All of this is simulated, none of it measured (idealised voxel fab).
Process module name: voxel capacitor over wiring
The width of the displayed cross-section, cut, is 220 nm; its cells are square, with a size of 5 nm.
We lay out every cross-section as a grid of square cells and spell it out in bands from the top down, where one band means one or more rows of cells.
Top, bottom (nm), then materials left to right with widths (nm); lone material tagged "everywhere" fills the whole band edge to edge; "empty" = empty space.
Note: height 0 marks the level under which the wafer is uniformly one material as received. Lowest band unbounded below, written "0 nm and below".
Per-row width for "30 to 40": begins at first number (top row of band), ends at second number (bottom row), increment between rows held constant.
Where a step carries "all unchanged", the cross-section came out of it unchanged, cell for cell.
For the entry "Enclosed void inventory", the listed items are empty spaces with no open way to the top whose size is 8 cells or more; each item follows the pattern width x height at distance, where distance is from the left edge and all three are in nm.
Note: text after step settings on the step line = simulator remark on that step.
You can add "overlay nm" to a step's line. For a step with a mask, it describes how far the mask lay to the right of its planned position, and a negative number describes a lay to the left.
So the way this works: pairs, before and after one process step. The after picture only goes down to the lowest band that actually changed, nothing below. Step and its settings are under each pair. And watch out, pairs might come from different runs of this module, same starting wafer though, so a pair only follows on from the one above if its "Pre-process" entry tells you so.

Pre-process
	0 nm and below  Si everywhere
	Enclosed void inventory: none

After the Step
	10 nm to 0 nm  SiO2 everywhere
	Note: structure below 0 unchanged.
	Enclosed void inventory: none
Upper to lower cross-section via op CONFORMAL_DEP | material SiO2 | thk nm 10

Pre-process: The initial state for this step is given by the after cross-section of the immediately preceding pair.

After the Step
	15 nm to 10 nm  TiN everywhere
	Note: structure below 10 unchanged.
	Enclosed void inventory: none
Upper to lower cross-section via op DIRECTIONAL_DEP | material TiN | thk nm 5

Pre-process: The initial state for this step is given by the after cross-section of the immediately preceding pair.

After the Step
	35 nm to 15 nm  W everywhere
	Note: structure below 15 unchanged.
	Enclosed void inventory: none
Upper to lower cross-section via op DIRECTIONAL_DEP | material W | thk nm 20

Pre-process: The initial state for this step is given by the after cross-section of the immediately preceding pair.

After the Step
	35 nm to 15 nm  empty 45  W 30  empty 70  W 30  empty 45
	Note: structure below 15 unchanged.
	Enclosed void inventory: none
Upper to lower cross-section via op MASKED_ETCH | tone cover | mask id METAL_1 | width nm 30 | pitch nm 100 | etch materials W | depth nm 20 | overlay nm 0

Pre-process: The initial state for this step is given by the after cross-section of the immediately preceding pair.

After the Step
	35 nm to 15 nm  empty 45  W 30  empty 70  W 30  empty 45
	15 nm to 10 nm  empty 45  TiN 30  empty 70  TiN 30  empty 45
	Note: structure below 10 unchanged.
	Enclosed void inventory: none
Upper to lower cross-section via op MASKED_ETCH | tone cover | mask id METAL_1 | width nm 30 | pitch nm 100 | etch materials TiN | depth nm 5 | overlay nm 0

Pre-process: The initial state for this step is given by the after cross-section of the immediately preceding pair.

After the Step
	40 nm to 35 nm  empty 40  SiN 40  empty 60  SiN 40  empty 40
	35 nm to 15 nm  empty 40  SiN 5  W 30  SiN 5  empty 60  SiN 5  W 30  SiN 5  empty 40
	15 nm to 10 nm  SiN 45  TiN 30  SiN 70  TiN 30  SiN 45
	Note: structure below 10 unchanged.
	Enclosed void inventory: none
Upper to lower cross-section via op CONFORMAL_DEP | material SiN | thk nm 5

Pre-process: The initial state for this step is given by the after cross-section of the immediately preceding pair.

After the Step
	50 nm to 40 nm  lowk everywhere
	40 nm to 35 nm  lowk 40  SiN 40  lowk 60  SiN 40  lowk 40
	35 nm to 15 nm  lowk 40  SiN 5  W 30  SiN 5  lowk 60  SiN 5  W 30  SiN 5  lowk 40
	Note: structure below 15 unchanged.
	Enclosed void inventory: none
Upper to lower cross-section via op FILL_DEP | material lowk | thk nm 10

Pre-process: The initial state for this step is given by the after cross-section of the immediately preceding pair.

After the Step
	35 nm to 15 nm  lowk 40  SiN 5  W 30  SiN 5  lowk 60  SiN 5  W 30  SiN 5  lowk 40
	Note: structure below 15 unchanged.
	Enclosed void inventory: none
Upper to lower cross-section via op CMP | height nm 35

Pre-process: The initial state for this step is given by the after cross-section of the immediately preceding pair.

After the Step
	40 nm to 35 nm  SiCN everywhere
	Note: structure below 35 unchanged.
	Enclosed void inventory: none
Upper to lower cross-section via op CONFORMAL_DEP | material SiCN | thk nm 5

Pre-process: The initial state for this step is given by the after cross-section of the immediately preceding pair.

After the Step
	55 nm to 40 nm  lowk everywhere
	Note: structure below 40 unchanged.
	Enclosed void inventory: none
Upper to lower cross-section via op DIRECTIONAL_DEP | material lowk | thk nm 15

Pre-process: The initial state for this step is given by the after cross-section of the immediately preceding pair.

After the Step
	70 nm to 55 nm  resist 60  empty 15  resist 145
	Note: structure below 55 unchanged.
	Enclosed void inventory: none
Upper to lower cross-section via op PATTERN | tone open | mask id PLUG_1 | material resist | width nm 15 | thk nm 15 | overlay nm 0

Pre-process: The initial state for this step is given by the after cross-section of the immediately preceding pair.

After the Step
	70 nm to 55 nm  resist 60  empty 15  resist 145
	55 nm to 40 nm  lowk 60  empty 15  lowk 145
	Note: structure below 40 unchanged.
	Enclosed void inventory: none
Upper to lower cross-section via op DIRECTIONAL_ETCH | etch materials lowk | depth nm 15

Pre-process: The initial state for this step is given by the after cross-section of the immediately preceding pair.

After the Step
	70 nm to 55 nm  resist 60  empty 15  resist 145
	55 nm to 40 nm  lowk 60  empty 15  lowk 145
	40 nm to 35 nm  SiCN 60  empty 15  SiCN 145
	Note: structure below 35 unchanged.
	Enclosed void inventory: none
Upper to lower cross-section via op DIRECTIONAL_ETCH | etch materials SiCN | depth nm 5

Pre-process: The initial state for this step is given by the after cross-section of the immediately preceding pair.

After the Step
	55 nm to 40 nm  lowk 60  empty 15  lowk 145
	Note: structure below 40 unchanged.
	Enclosed void inventory: none
Upper to lower cross-section via op STRIP | etch materials resist

Pre-process: The initial state for this step is given by the after cross-section of the immediately preceding pair.

After the Step
	55 nm to 45 nm  lowk 60  empty 15  lowk 145
	45 nm to 40 nm  lowk 60  Ru 15  lowk 145
	40 nm to 35 nm  SiCN 60  Ru 15  SiCN 145
	Note: structure below 35 unchanged.
	Enclosed void inventory: none
Upper to lower cross-section via op EPI | material Ru | thk nm 10

Pre-process: The initial state for this step is given by the after cross-section of the immediately preceding pair.

After the Step
	55 nm to 40 nm  lowk 60  Ru 15  lowk 145
	Note: structure below 40 unchanged.
	Enclosed void inventory: none
Upper to lower cross-section via op EPI | material Ru | thk nm 10

Pre-process: The initial state for this step is given by the after cross-section of the immediately preceding pair.

After the Step
	65 nm to 55 nm  TiN everywhere
	Note: structure below 55 unchanged.
	Enclosed void inventory: none
Upper to lower cross-section via op DIRECTIONAL_DEP | material TiN | thk nm 10

Pre-process: The initial state for this step is given by the after cross-section of the immediately preceding pair.

After the Step
	70 nm to 65 nm  Al2O3 everywhere
	Note: structure below 65 unchanged.
	Enclosed void inventory: none
Upper to lower cross-section via op DIRECTIONAL_DEP | material Al2O3 | thk nm 5

Pre-process: The initial state for this step is given by the after cross-section of the immediately preceding pair.

After the Step
	75 nm to 70 nm  TiN everywhere
	Note: structure below 70 unchanged.
	Enclosed void inventory: none
Upper to lower cross-section via op DIRECTIONAL_DEP | material TiN | thk nm 5

Pre-process: The initial state for this step is given by the after cross-section of the immediately preceding pair.

After the Step
	75 nm to 70 nm  empty 60  TiN 75  empty 85
	Note: structure below 70 unchanged.
	Enclosed void inventory: none
Upper to lower cross-section via op MASKED_ETCH | tone cover | mask id UPPER_PLATE | width nm 75 | etch materials TiN | depth nm 5 | overlay nm 0

Pre-process: The initial state for this step is given by the after cross-section of the immediately preceding pair.

After the Step
	75 nm to 70 nm  empty 60  TiN 75  empty 85
	70 nm to 65 nm  empty 60  Al2O3 75  empty 85
	Note: structure below 65 unchanged.
	Enclosed void inventory: none
Upper to lower cross-section via op MASKED_ETCH | tone cover | mask id UPPER_PLATE | width nm 75 | etch materials Al2O3 | depth nm 5 | overlay nm 0

Pre-process: The initial state for this step is given by the after cross-section of the immediately preceding pair.

After the Step
	75 nm to 70 nm  empty 60  TiN 75  empty 85
	70 nm to 65 nm  empty 60  Al2O3 75  empty 85
	65 nm to 55 nm  empty 55  TiN 85  empty 80
	Note: structure below 55 unchanged.
	Enclosed void inventory: none
Upper to lower cross-section via op MASKED_ETCH | tone cover | mask id LOWER_PLATE | width nm 85 | etch materials TiN | depth nm 10 | overlay nm 0

Pre-process: The initial state for this step is given by the after cross-section of the immediately preceding pair.

After the Step
	90 nm to 75 nm  SiO2 everywhere
	75 nm to 70 nm  SiO2 60  TiN 75  SiO2 85
	70 nm to 65 nm  SiO2 60  Al2O3 75  SiO2 85
	65 nm to 55 nm  SiO2 55  TiN 85  SiO2 80
	Note: structure below 55 unchanged.
	Enclosed void inventory: none
Upper to lower cross-section via op FILL_DEP | material SiO2 | thk nm 15

Pre-process: The initial state for this step is given by the after cross-section of the immediately preceding pair.

After the Step
	85 nm to 75 nm  SiO2 everywhere
	Note: structure below 75 unchanged.
	Enclosed void inventory: none
Upper to lower cross-section via op CMP | height nm 85

Pre-process: The initial state for this step is given by the after cross-section of the immediately preceding pair.

After the Step
	85 nm to 75 nm  SiO2 70  empty 15  SiO2 135
	Note: structure below 75 unchanged.
	Enclosed void inventory: none
Upper to lower cross-section via op MASKED_ETCH | tone open | mask id PLUG_2 | width nm 15 | etch materials SiO2 | depth nm 10 | overlay nm 0

Pre-process: The initial state for this step is given by the after cross-section of the immediately preceding pair.

After the Step
	90 nm to 85 nm  TiN 75  empty 5  TiN 140
	85 nm to 80 nm  SiO2 70  TiN 5  empty 5  TiN 5  SiO2 135
	80 nm to 70 nm  SiO2 70 to 60  TiN 15 to 75  SiO2 135 to 85
	Note: structure below 70 unchanged.
	Enclosed void inventory: none
Upper to lower cross-section via op CONFORMAL_DEP | material TiN | thk nm 5

Pre-process: The initial state for this step is given by the after cross-section of the immediately preceding pair.

After the Step
	100 nm to 90 nm  W everywhere
	90 nm to 85 nm  TiN 75  W 5  TiN 140
	85 nm to 80 nm  SiO2 70  TiN 5  W 5  TiN 5  SiO2 135
	Note: structure below 80 unchanged.
	Enclosed void inventory: none
Upper to lower cross-section via op FILL_DEP | material W | thk nm 10

Pre-process: The initial state for this step is given by the after cross-section of the immediately preceding pair.

After the Step
	85 nm to 80 nm  SiO2 70  TiN 5  W 5  TiN 5  SiO2 135
	Note: structure below 80 unchanged.
	Enclosed void inventory: none
Upper to lower cross-section via op CMP | height nm 85

Pre-process: The initial state for this step is given by the after cross-section of the immediately preceding pair.

After the Step
	90 nm to 85 nm  SiN everywhere
	Note: structure below 85 unchanged.
	Enclosed void inventory: none
Upper to lower cross-section via op CONFORMAL_DEP | material SiN | thk nm 5

Pre-process
	70 nm to 65 nm  Al2O3 everywhere
	65 nm to 55 nm  TiN everywhere
	55 nm to 40 nm  lowk 60  Ru 15  lowk 145
	40 nm to 35 nm  SiCN 60  Ru 15  SiCN 145
	35 nm to 15 nm  lowk 40  SiN 5  W 30  SiN 5  lowk 60  SiN 5  W 30  SiN 5  lowk 40
	15 nm to 10 nm  SiN 45  TiN 30  SiN 70  TiN 30  SiN 45
	10 nm to 0 nm  SiO2 everywhere
	0 nm and below  Si everywhere
	Enclosed void inventory: none

After the Step
	70 nm to 65 nm  empty 60  Al2O3 75  empty 85
	Note: structure below 65 unchanged.
	Enclosed void inventory: none
Upper to lower cross-section via op MASKED_ETCH | tone cover | mask id UPPER_PLATE | width nm 75 | etch materials Al2O3 | depth nm 5 | overlay nm 0

Pre-process: The initial state for this step is given by the after cross-section of the immediately preceding pair.

After the Step
	70 nm to 65 nm  empty 60  Al2O3 75  empty 85
	65 nm to 55 nm  empty 55  TiN 85  empty 80
	Note: structure below 55 unchanged.
	Enclosed void inventory: none
Upper to lower cross-section via op MASKED_ETCH | tone cover | mask id LOWER_PLATE | width nm 85 | etch materials TiN | depth nm 10 | overlay nm 0

Pre-process: The initial state for this step is given by the after cross-section of the immediately preceding pair.

After the Step
	85 nm to 70 nm  SiO2 everywhere
	70 nm to 65 nm  SiO2 60  Al2O3 75  SiO2 85
	65 nm to 55 nm  SiO2 55  TiN 85  SiO2 80
	Note: structure below 55 unchanged.
	Enclosed void inventory: none
Upper to lower cross-section via op FILL_DEP | material SiO2 | thk nm 15

Pre-process: The initial state for this step is given by the after cross-section of the immediately preceding pair.

After the Step
	85 nm to 75 nm  SiO2 70  empty 15  SiO2 135
	Note: structure below 75 unchanged.
	Enclosed void inventory: none
Upper to lower cross-section via op MASKED_ETCH | tone open | mask id PLUG_2 | width nm 15 | etch materials SiO2 | depth nm 10 | overlay nm 0

Pre-process: The initial state for this step is given by the after cross-section of the immediately preceding pair.

After the Step
	90 nm to 85 nm  TiN 75  empty 5  TiN 140
	85 nm to 80 nm  SiO2 70  TiN 5  empty 5  TiN 5  SiO2 135
	80 nm to 75 nm  SiO2 70  TiN 15  SiO2 135
	Note: structure below 75 unchanged.
	Enclosed void inventory: none
Upper to lower cross-section via op CONFORMAL_DEP | material TiN | thk nm 5

Pre-process: The initial state for this step is given by the after cross-section of the immediately preceding pair.

After the Step
	100 nm to 90 nm  W everywhere
	90 nm to 85 nm  TiN 75  W 5  TiN 140
	85 nm to 80 nm  SiO2 70  TiN 5  W 5  TiN 5  SiO2 135
	Note: structure below 80 unchanged.
	Enclosed void inventory: none
Upper to lower cross-section via op FILL_DEP | material W | thk nm 10

Pre-process: The initial state for this step is given by the after cross-section of the immediately preceding pair.

After the Step
	85 nm to 80 nm  SiO2 70  TiN 5  W 5  TiN 5  SiO2 135
	Note: structure below 80 unchanged.
	Enclosed void inventory: none
Upper to lower cross-section via op CMP | height nm 85

Pre-process: The initial state for this step is given by the after cross-section of the immediately preceding pair.

After the Step
	90 nm to 85 nm  SiN everywhere
	Note: structure below 85 unchanged.
	Enclosed void inventory: none
Upper to lower cross-section via op CONFORMAL_DEP | material SiN | thk nm 5

Pre-process
	55 nm to 40 nm  lowk 60  Ru 15  lowk 145
	40 nm to 35 nm  SiCN 60  Ru 15  SiCN 145
	35 nm to 15 nm  lowk 40  SiN 5  W 30  SiN 5  lowk 60  SiN 5  W 30  SiN 5  lowk 40
	15 nm to 10 nm  SiN 45  TiN 30  SiN 70  TiN 30  SiN 45
	10 nm to 0 nm  SiO2 everywhere
	0 nm and below  Si everywhere
	Enclosed void inventory: none

After the Step
	65 nm to 55 nm  empty 50  Ru 35  empty 135
	Note: structure below 55 unchanged.
	Enclosed void inventory: none
Upper to lower cross-section via op EPI | material Ru | thk nm 10

Pre-process: The initial state for this step is given by the after cross-section of the immediately preceding pair.

After the Step
	75 nm to 65 nm  empty 50  TiN 35  empty 135
	65 nm to 55 nm  TiN 50  Ru 35  TiN 135
	Note: structure below 55 unchanged.
	Enclosed void inventory: none
Upper to lower cross-section via op DIRECTIONAL_DEP | material TiN | thk nm 10

Pre-process: The initial state for this step is given by the after cross-section of the immediately preceding pair.

After the Step
	80 nm to 75 nm  empty 50  Al2O3 35  empty 135
	75 nm to 70 nm  empty 50  TiN 35  empty 135
	70 nm to 65 nm  Al2O3 50  TiN 35  Al2O3 135
	Note: structure below 65 unchanged.
	Enclosed void inventory: none
Upper to lower cross-section via op DIRECTIONAL_DEP | material Al2O3 | thk nm 5

Pre-process: The initial state for this step is given by the after cross-section of the immediately preceding pair.

After the Step
	85 nm to 80 nm  empty 50  TiN 35  empty 135
	80 nm to 75 nm  empty 50  Al2O3 35  empty 135
	75 nm to 70 nm  TiN everywhere
	Note: structure below 70 unchanged.
	Enclosed void inventory: none
Upper to lower cross-section via op DIRECTIONAL_DEP | material TiN | thk nm 5

Pre-process: The initial state for this step is given by the after cross-section of the immediately preceding pair.

After the Step
	85 nm to 80 nm  empty 60  TiN 25  empty 135
	80 nm to 75 nm  empty 50  Al2O3 35  empty 135
	75 nm to 70 nm  empty 50  TiN 85  empty 85
	Note: structure below 70 unchanged.
	Enclosed void inventory: none
Upper to lower cross-section via op MASKED_ETCH | tone cover | mask id UPPER_PLATE | width nm 75 | etch materials TiN | depth nm 5 | overlay nm 0

Pre-process: The initial state for this step is given by the after cross-section of the immediately preceding pair.

After the Step
	85 nm to 80 nm  empty 60  TiN 25  empty 135
	80 nm to 75 nm  empty 60  Al2O3 25  empty 135
	75 nm to 70 nm  empty 50  TiN 85  empty 85
	70 nm to 65 nm  empty 50  TiN 35  Al2O3 50  empty 85
	Note: structure below 65 unchanged.
	Enclosed void inventory: none
Upper to lower cross-section via op MASKED_ETCH | tone cover | mask id UPPER_PLATE | width nm 75 | etch materials Al2O3 | depth nm 5 | overlay nm 0

Pre-process: The initial state for this step is given by the after cross-section of the immediately preceding pair.

After the Step
	85 nm to 80 nm  empty 60  TiN 25  empty 135
	80 nm to 75 nm  empty 60  Al2O3 25  empty 135
	75 nm to 70 nm  empty 55  TiN 80  empty 85
	70 nm to 65 nm  empty 55  TiN 30  Al2O3 50  empty 85
	65 nm to 55 nm  empty 50  Ru 35  TiN 55  empty 80
	Note: structure below 55 unchanged.
	Enclosed void inventory: none
Upper to lower cross-section via op MASKED_ETCH | tone cover | mask id LOWER_PLATE | width nm 85 | etch materials TiN | depth nm 10 | overlay nm 0

Pre-process: The initial state for this step is given by the after cross-section of the immediately preceding pair.

After the Step
	100 nm to 85 nm  SiO2 everywhere
	85 nm to 80 nm  SiO2 60  TiN 25  SiO2 135
	80 nm to 75 nm  SiO2 60  Al2O3 25  SiO2 135
	75 nm to 70 nm  SiO2 55  TiN 80  SiO2 85
	70 nm to 65 nm  SiO2 55  TiN 30  Al2O3 50  SiO2 85
	65 nm to 55 nm  SiO2 50  Ru 35  TiN 55  SiO2 80
	Note: structure below 55 unchanged.
	Enclosed void inventory: none
Upper to lower cross-section via op FILL_DEP | material SiO2 | thk nm 15

Pre-process: The initial state for this step is given by the after cross-section of the immediately preceding pair.

After the Step
	85 nm to 80 nm  SiO2 60  TiN 25  SiO2 135
	Note: structure below 80 unchanged.
	Enclosed void inventory: none
Upper to lower cross-section via op CMP | height nm 85

Pre-process: The initial state for this step is given by the after cross-section of the immediately preceding pair.

After the Step
	90 nm to 85 nm  TiN everywhere
	Note: structure below 85 unchanged.
	Enclosed void inventory: none
Upper to lower cross-section via op CONFORMAL_DEP | material TiN | thk nm 5

Pre-process: The initial state for this step is given by the after cross-section of the immediately preceding pair.

After the Step
	100 nm to 90 nm  W everywhere
	Note: structure below 90 unchanged.
	Enclosed void inventory: none
Upper to lower cross-section via op FILL_DEP | material W | thk nm 10

Pre-process: The initial state for this step is given by the after cross-section of the immediately preceding pair.

After the Step
	85 nm to 80 nm  SiO2 60  TiN 25  SiO2 135
	Note: structure below 80 unchanged.
	Enclosed void inventory: none
Upper to lower cross-section via op CMP | height nm 85

Pre-process: The initial state for this step is given by the after cross-section of the immediately preceding pair.

After the Step
	90 nm to 85 nm  SiN everywhere
	Note: structure below 85 unchanged.
	Enclosed void inventory: none
Upper to lower cross-section via op CONFORMAL_DEP | material SiN | thk nm 5

Pre-process
	55 nm to 45 nm  lowk 60  empty 15  lowk 145
	45 nm to 40 nm  lowk 60  Ru 15  lowk 145
	40 nm to 35 nm  SiCN 60  Ru 15  SiCN 145
	35 nm to 15 nm  lowk 40  SiN 5  W 30  SiN 5  lowk 60  SiN 5  W 30  SiN 5  lowk 40
	15 nm to 10 nm  SiN 45  TiN 30  SiN 70  TiN 30  SiN 45
	10 nm to 0 nm  SiO2 everywhere
	0 nm and below  Si everywhere
	Enclosed void inventory: none

After the Step
	65 nm to 55 nm  TiN 60  empty 15  TiN 145
	55 nm to 45 nm  lowk 60  TiN 15  lowk 145
	Note: structure below 45 unchanged.
	Enclosed void inventory: none
Upper to lower cross-section via op DIRECTIONAL_DEP | material TiN | thk nm 10

Pre-process: The initial state for this step is given by the after cross-section of the immediately preceding pair.

After the Step
	75 nm to 65 nm  Ru everywhere
	65 nm to 55 nm  TiN 60  Ru 15  TiN 145
	Note: structure below 55 unchanged.
	Enclosed void inventory: none
Upper to lower cross-section via op EPI | material Ru | thk nm 10

Pre-process: The initial state for this step is given by the after cross-section of the immediately preceding pair.

After the Step
	80 nm to 75 nm  Al2O3 everywhere
	Note: structure below 75 unchanged.
	Enclosed void inventory: none
Upper to lower cross-section via op DIRECTIONAL_DEP | material Al2O3 | thk nm 5

Pre-process: The initial state for this step is given by the after cross-section of the immediately preceding pair.

After the Step
	85 nm to 80 nm  TiN everywhere
	Note: structure below 80 unchanged.
	Enclosed void inventory: none
Upper to lower cross-section via op DIRECTIONAL_DEP | material TiN | thk nm 5

Pre-process: The initial state for this step is given by the after cross-section of the immediately preceding pair.

After the Step
	85 nm to 80 nm  empty 60  TiN 75  empty 85
	Note: structure below 80 unchanged.
	Enclosed void inventory: none
Upper to lower cross-section via op MASKED_ETCH | tone cover | mask id UPPER_PLATE | width nm 75 | etch materials TiN | depth nm 5 | overlay nm 0

Pre-process: The initial state for this step is given by the after cross-section of the immediately preceding pair.

After the Step
	85 nm to 80 nm  empty 60  TiN 75  empty 85
	80 nm to 75 nm  empty 60  Al2O3 75  empty 85
	Note: structure below 75 unchanged.
	Enclosed void inventory: none
Upper to lower cross-section via op MASKED_ETCH | tone cover | mask id UPPER_PLATE | width nm 75 | etch materials Al2O3 | depth nm 5 | overlay nm 0

Pre-process: The initial state for this step is given by the after cross-section of the immediately preceding pair.

After the Step
	100 nm to 85 nm  SiO2 everywhere
	85 nm to 80 nm  SiO2 60  TiN 75  SiO2 85
	80 nm to 75 nm  SiO2 60  Al2O3 75  SiO2 85
	Note: structure below 75 unchanged.
	Enclosed void inventory: none
Upper to lower cross-section via op FILL_DEP | material SiO2 | thk nm 15

Pre-process: The initial state for this step is given by the after cross-section of the immediately preceding pair.

After the Step
	85 nm to 80 nm  SiO2 60  TiN 75  SiO2 85
	Note: structure below 80 unchanged.
	Enclosed void inventory: none
Upper to lower cross-section via op CMP | height nm 85

Pre-process: The initial state for this step is given by the after cross-section of the immediately preceding pair.

After the Step
	90 nm to 85 nm  TiN everywhere
	Note: structure below 85 unchanged.
	Enclosed void inventory: none
Upper to lower cross-section via op CONFORMAL_DEP | material TiN | thk nm 5

Pre-process: The initial state for this step is given by the after cross-section of the immediately preceding pair.

After the Step
	100 nm to 90 nm  W everywhere
	Note: structure below 90 unchanged.
	Enclosed void inventory: none
Upper to lower cross-section via op FILL_DEP | material W | thk nm 10

Pre-process: The initial state for this step is given by the after cross-section of the immediately preceding pair.

After the Step
	85 nm to 80 nm  SiO2 60  TiN 75  SiO2 85
	Note: structure below 80 unchanged.
	Enclosed void inventory: none
Upper to lower cross-section via op CMP | height nm 85

Pre-process: The initial state for this step is given by the after cross-section of the immediately preceding pair.

After the Step
	90 nm to 85 nm  SiN everywhere
	Note: structure below 85 unchanged.
	Enclosed void inventory: none
Upper to lower cross-section via op CONFORMAL_DEP | material SiN | thk nm 5

Pre-process
	90 nm to 75 nm  SiO2 everywhere
	75 nm to 70 nm  SiO2 60  TiN 75  SiO2 85
	70 nm to 65 nm  SiO2 60  Al2O3 75  SiO2 85
	65 nm to 55 nm  SiO2 55  TiN 85  SiO2 80
	55 nm to 40 nm  lowk 60  Ru 15  lowk 145
	40 nm to 35 nm  SiCN 60  Ru 15  SiCN 145
	35 nm to 15 nm  lowk 40  SiN 5  W 30  SiN 5  lowk 60  SiN 5  W 30  SiN 5  lowk 40
	15 nm to 10 nm  SiN 45  TiN 30  SiN 70  TiN 30  SiN 45
	10 nm to 0 nm  SiO2 everywhere
	0 nm and below  Si everywhere
	Enclosed void inventory: none

After the Step
	75 nm to 70 nm  SiO2 60  TiN 75  SiO2 85
	Note: structure below 70 unchanged.
	Enclosed void inventory: none
Upper to lower cross-section via op CMP | height nm 75

Pre-process: The initial state for this step is given by the after cross-section of the immediately preceding pair.

After the Step
	80 nm to 75 nm  TiN everywhere
	Note: structure below 75 unchanged.
	Enclosed void inventory: none
Upper to lower cross-section via op CONFORMAL_DEP | material TiN | thk nm 5

Pre-process: The initial state for this step is given by the after cross-section of the immediately preceding pair.

After the Step
	90 nm to 80 nm  W everywhere
	Note: structure below 80 unchanged.
	Enclosed void inventory: none
Upper to lower cross-section via op FILL_DEP | material W | thk nm 10

Pre-process: The initial state for this step is given by the after cross-section of the immediately preceding pair.

After the Step
	85 nm to 80 nm  W everywhere
	Note: structure below 80 unchanged.
	Enclosed void inventory: none
Upper to lower cross-section via op CMP | height nm 85

Pre-process: The initial state for this step is given by the after cross-section of the immediately preceding pair.

After the Step
	90 nm to 85 nm  SiN everywhere
	Note: structure below 85 unchanged.
	Enclosed void inventory: none
Upper to lower cross-section via op CONFORMAL_DEP | material SiN | thk nm 5

Pre-process
	35 nm to 15 nm  empty 45  W 30  empty 70  W 30  empty 45
	15 nm to 10 nm  TiN everywhere
	10 nm to 0 nm  SiO2 everywhere
	0 nm and below  Si everywhere
	Enclosed void inventory: none

After the Step
	35 nm to 15 nm  empty 45  W 30  empty 70  W 30  empty 45
	15 nm to 10 nm  empty 40  TiN 40  empty 60  TiN 40  empty 40
	Note: structure below 10 unchanged.
	Enclosed void inventory: none
Upper to lower cross-section via op MASKED_ETCH | tone cover | mask id METAL_1 | width nm 40 | pitch nm 100 | etch materials TiN | depth nm 5 | overlay nm 0

Pre-process: The initial state for this step is given by the after cross-section of the immediately preceding pair.

After the Step
	40 nm to 35 nm  empty 40  SiN 40  empty 60  SiN 40  empty 40
	35 nm to 20 nm  empty 40  SiN 5  W 30  SiN 5  empty 60  SiN 5  W 30  SiN 5  empty 40
	20 nm to 15 nm  empty 35  SiN 10  W 30  SiN 10  empty 50  SiN 10  W 30  SiN 10  empty 35
	15 nm to 10 nm  SiN 40  TiN 40  SiN 60  TiN 40  SiN 40
	Note: structure below 10 unchanged.
	Enclosed void inventory: none
Upper to lower cross-section via op CONFORMAL_DEP | material SiN | thk nm 5

Pre-process: The initial state for this step is given by the after cross-section of the immediately preceding pair.

After the Step
	50 nm to 40 nm  lowk everywhere
	40 nm to 35 nm  lowk 40  SiN 40  lowk 60  SiN 40  lowk 40
	35 nm to 20 nm  lowk 40  SiN 5  W 30  SiN 5  lowk 60  SiN 5  W 30  SiN 5  lowk 40
	20 nm to 15 nm  lowk 35  SiN 10  W 30  SiN 10  lowk 50  SiN 10  W 30  SiN 10  lowk 35
	Note: structure below 15 unchanged.
	Enclosed void inventory: none
Upper to lower cross-section via op FILL_DEP | material lowk | thk nm 10

Pre-process: The initial state for this step is given by the after cross-section of the immediately preceding pair.

After the Step
	35 nm to 20 nm  lowk 40  SiN 5  W 30  SiN 5  lowk 60  SiN 5  W 30  SiN 5  lowk 40
	Note: structure below 20 unchanged.
	Enclosed void inventory: none
Upper to lower cross-section via op CMP | height nm 35

Pre-process: The initial state for this step is given by the after cross-section of the immediately preceding pair.

After the Step
	40 nm to 35 nm  SiCN everywhere
	Note: structure below 35 unchanged.
	Enclosed void inventory: none
Upper to lower cross-section via op CONFORMAL_DEP | material SiCN | thk nm 5

Pre-process: The initial state for this step is given by the after cross-section of the immediately preceding pair.

After the Step
	55 nm to 40 nm  lowk everywhere
	Note: structure below 40 unchanged.
	Enclosed void inventory: none
Upper to lower cross-section via op DIRECTIONAL_DEP | material lowk | thk nm 15

Pre-process: The initial state for this step is given by the after cross-section of the immediately preceding pair.

After the Step
	70 nm to 55 nm  resist 60  empty 15  resist 145
	Note: structure below 55 unchanged.
	Enclosed void inventory: none
Upper to lower cross-section via op PATTERN | tone open | mask id PLUG_1 | material resist | width nm 15 | thk nm 15 | overlay nm 0

Pre-process: The initial state for this step is given by the after cross-section of the immediately preceding pair.

After the Step
	70 nm to 55 nm  resist 60  empty 15  resist 145
	55 nm to 40 nm  lowk 60  empty 15  lowk 145
	Note: structure below 40 unchanged.
	Enclosed void inventory: none
Upper to lower cross-section via op DIRECTIONAL_ETCH | etch materials lowk | depth nm 15

Pre-process: The initial state for this step is given by the after cross-section of the immediately preceding pair.

After the Step
	70 nm to 55 nm  resist 60  empty 15  resist 145
	55 nm to 40 nm  lowk 60  empty 15  lowk 145
	40 nm to 35 nm  SiCN 60  empty 15  SiCN 145
	Note: structure below 35 unchanged.
	Enclosed void inventory: none
Upper to lower cross-section via op DIRECTIONAL_ETCH | etch materials SiCN | depth nm 5

Pre-process: The initial state for this step is given by the after cross-section of the immediately preceding pair.

After the Step
	55 nm to 40 nm  lowk 60  empty 15  lowk 145
	Note: structure below 40 unchanged.
	Enclosed void inventory: none
Upper to lower cross-section via op STRIP | etch materials resist

Pre-process: The initial state for this step is given by the after cross-section of the immediately preceding pair.

After the Step
	55 nm to 45 nm  lowk 60  empty 15  lowk 145
	45 nm to 40 nm  lowk 60  Ru 15  lowk 145
	40 nm to 35 nm  SiCN 60  Ru 15  SiCN 145
	Note: structure below 35 unchanged.
	Enclosed void inventory: none
Upper to lower cross-section via op EPI | material Ru | thk nm 10

Pre-process: The initial state for this step is given by the after cross-section of the immediately preceding pair.

After the Step
	55 nm to 40 nm  lowk 60  Ru 15  lowk 145
	Note: structure below 40 unchanged.
	Enclosed void inventory: none
Upper to lower cross-section via op EPI | material Ru | thk nm 10

Pre-process: The initial state for this step is given by the after cross-section of the immediately preceding pair.

After the Step
	65 nm to 55 nm  TiN everywhere
	Note: structure below 55 unchanged.
	Enclosed void inventory: none
Upper to lower cross-section via op DIRECTIONAL_DEP | material TiN | thk nm 10

Pre-process: The initial state for this step is given by the after cross-section of the immediately preceding pair.

After the Step
	70 nm to 65 nm  Al2O3 everywhere
	Note: structure below 65 unchanged.
	Enclosed void inventory: none
Upper to lower cross-section via op DIRECTIONAL_DEP | material Al2O3 | thk nm 5

Pre-process: The initial state for this step is given by the after cross-section of the immediately preceding pair.

After the Step
	75 nm to 70 nm  TiN everywhere
	Note: structure below 70 unchanged.
	Enclosed void inventory: none
Upper to lower cross-section via op DIRECTIONAL_DEP | material TiN | thk nm 5

Pre-process: The initial state for this step is given by the after cross-section of the immediately preceding pair.

After the Step
	75 nm to 70 nm  empty 60  TiN 75  empty 85
	Note: structure below 70 unchanged.
	Enclosed void inventory: none
Upper to lower cross-section via op MASKED_ETCH | tone cover | mask id UPPER_PLATE | width nm 75 | etch materials TiN | depth nm 5 | overlay nm 0
